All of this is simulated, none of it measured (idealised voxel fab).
process module | voxel ribs on slabs
cross-section cut | 260 nm wide | cells 5 nm
A cross-section is a grid of square cells, given in bands from the top down. A band is one or more rows of cells.
Each band's line starts with the height of the band's top and of its bottom, in nm. Then come its materials from left to right, each with its width in nm. One material with "throughout" fills the band from edge to edge. "air" is empty space.
Height 0 is the level under which the wafer as received is all one material. The lowest band goes on downwards, as in "0 down".
A width such as "30 to 40" changes by the same amount from each row of cells to the next, from the band's top row to its bottom row.
"no change" after a step means that no cell of the cross-section changed.
closed voids: empty space of 8 cells or more with no open way to the top, each as width x height at its distance from the left edge, in nm
after a step's settings: what the simulator itself notes on the step
overlay nm, on a step with a mask: how far to the right of its planned place the mask lay; to the left if negative
plan
1 op RECEIVE | material Si
2 op DIRECTIONAL_DEP | material SiO2 | thk nm 20
3 op DIRECTIONAL_DEP | material polySi | thk nm 25
4 op MASKED_ETCH | tone cover | mask id RIB | width nm 20 | etch materials polySi | depth nm 20 | overlay nm 0
5 op DIRECTIONAL_DEP | material aC | thk nm 15
6 op PATTERN | tone cover | mask id SLAB | material resist | width nm 60 | thk nm 35 | overlay nm 0
7 op DIRECTIONAL_ETCH | etch materials aC | depth nm 15
8 op STRIP | etch materials resist
9 op DIRECTIONAL_ETCH | etch materials polySi | depth nm 5
10 op STRIP | etch materials aC
11 op FILL_DEP | material SiO2 | thk nm 15
12 op CMP | height nm 55
13 op DIRECTIONAL_DEP | material TiN | thk nm 5
14 op DIRECTIONAL_DEP | material aC | thk nm 10
15 op PATTERN | tone cover | mask id HEATER | material resist | width nm 30 | thk nm 30 | overlay nm 0
16 op DIRECTIONAL_ETCH | etch materials aC | depth nm 10
17 op STRIP | etch materials resist
18 op DIRECTIONAL_ETCH | etch materials TiN | depth nm 5
19 op STRIP | etch materials aC
20 op CONFORMAL_DEP | material SiN | thk nm 10
as received, after step 1
  0 down: Si throughout
  closed voids: none
a wafer at the end: this start, this plan, one mistake
  70 to 65: air 105 | SiN 50 | air 105
  65 to 60: SiN throughout
  60 to 55: SiN 115 | TiN 30 | SiN 115
  55 to 45: SiO2 throughout
  45 to 25: SiO2 115 | polySi 20 | SiO2 125
  25 to 20: SiO2 100 | polySi 60 | SiO2 100
  20 to 0: SiO2 throughout
  0 down: Si throughout
  closed voids: none
what went wrong: step 4 ran as: op MASKED_ETCH | tone cover | mask id RIB | width nm 20 | etch materials polySi | depth nm 20 | overlay nm -5
